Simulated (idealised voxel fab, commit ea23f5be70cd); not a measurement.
This is a process module. Its name is voxel quadruple lines.
This is section cut - it's 170 nm across, gridded in 5 nm square cells.
Cross-section, as written here: a square-cell grid given band by band from the top down, where a band holds one or more rows of cells. Heights first: top, then bottom, in nm. Then materials, left to right, each with a width in nm. "edge to edge" on a single material: fills the band edge to edge. "blank": empty space. Heights are measured from 0, the level below which the as-received wafer is all one material; the lowest band has no bottom and continues downward, written as in "from 0 down". So if you see something like "30 to 40" for the width, read it as the top row of the band sitting at the first number and the bottom row at the second, with every row in between moving by the same amount as the last. You'll sometimes find "nothing changed" written for a step, and that's the way of saying that nowhere in the cross-section did a cell change during that step. What "Closed empty spaces" gives you is every empty space of 8 cells or more that is cut off from the top. Each appears as width x height at distance, with the distance taken from the left edge and width, height and distance all in nm. Anything after a step's settings on that line? It's the simulator's own note about the step. overlay nm: mask offset rightward from planned place, masked step; negative means leftward offset.
### plan
1: RECEIVE with material Si
2: CONFORMAL_DEP with material Al2O3, thk nm 5
3: DIRECTIONAL_DEP with material W, thk nm 10
4: DIRECTIONAL_DEP with material polySi, thk nm 15
5: DIRECTIONAL_DEP with material aC, thk nm 25
6: PATTERN with tone cover, mask id MANDREL, material resist, width nm 30, thk nm 35, overlay nm 0
7: DIRECTIONAL_ETCH with etch materials aC, depth nm 25
8: STRIP with etch materials resist
9: CONFORMAL_DEP with material SiO2, thk nm 10
10: DIRECTIONAL_ETCH with etch materials SiO2, depth nm 10
11: STRIP with etch materials aC
12: DIRECTIONAL_ETCH with etch materials polySi, depth nm 15
13: STRIP with etch materials SiO2
14: CONFORMAL_DEP with material SiCN, thk nm 10
15: DIRECTIONAL_ETCH with etch materials SiCN, depth nm 10
16: STRIP with etch materials polySi
17: DIRECTIONAL_ETCH with etch materials W, depth nm 10
18: STRIP with etch materials SiCN
19: FILL_DEP with material lowk, thk nm 10
20: CMP with height nm 15
### As-received state of the wafer in cross-section, equivalent to post-step 1
> from 0 down  Si edge to edge
> Closed empty spaces: none
### Cross-section, first of two wafers, end of module, run as planned
> from 15 to 5  lowk=50  W=10  lowk=10  W=10  lowk=10  W=10  lowk=10  W=10  lowk=50
> from 5 to 0  Al2O3 edge to edge
> from 0 down  Si edge to edge
> Closed empty spaces: none
### End-of-module cross-section of the second wafer: identical starting point and process plan to the first, with one processing mistake
> from 15 to 5  lowk=60  W=10  lowk=10  W=10  lowk=10  W=10  lowk=60
> from 5 to 0  Al2O3 edge to edge
> from 0 down  Si edge to edge
> Closed empty spaces: none
Which mistake was made when the wafer was run? step 6 was not run as planned; what actually ran was PATTERN with tone open, mask id MANDREL, material resist, width nm 30, thk nm 35, overlay nm 0
At the finish, the second wafer shows more or fewer cells for some materials than the first does: -4 W; +4 lowk
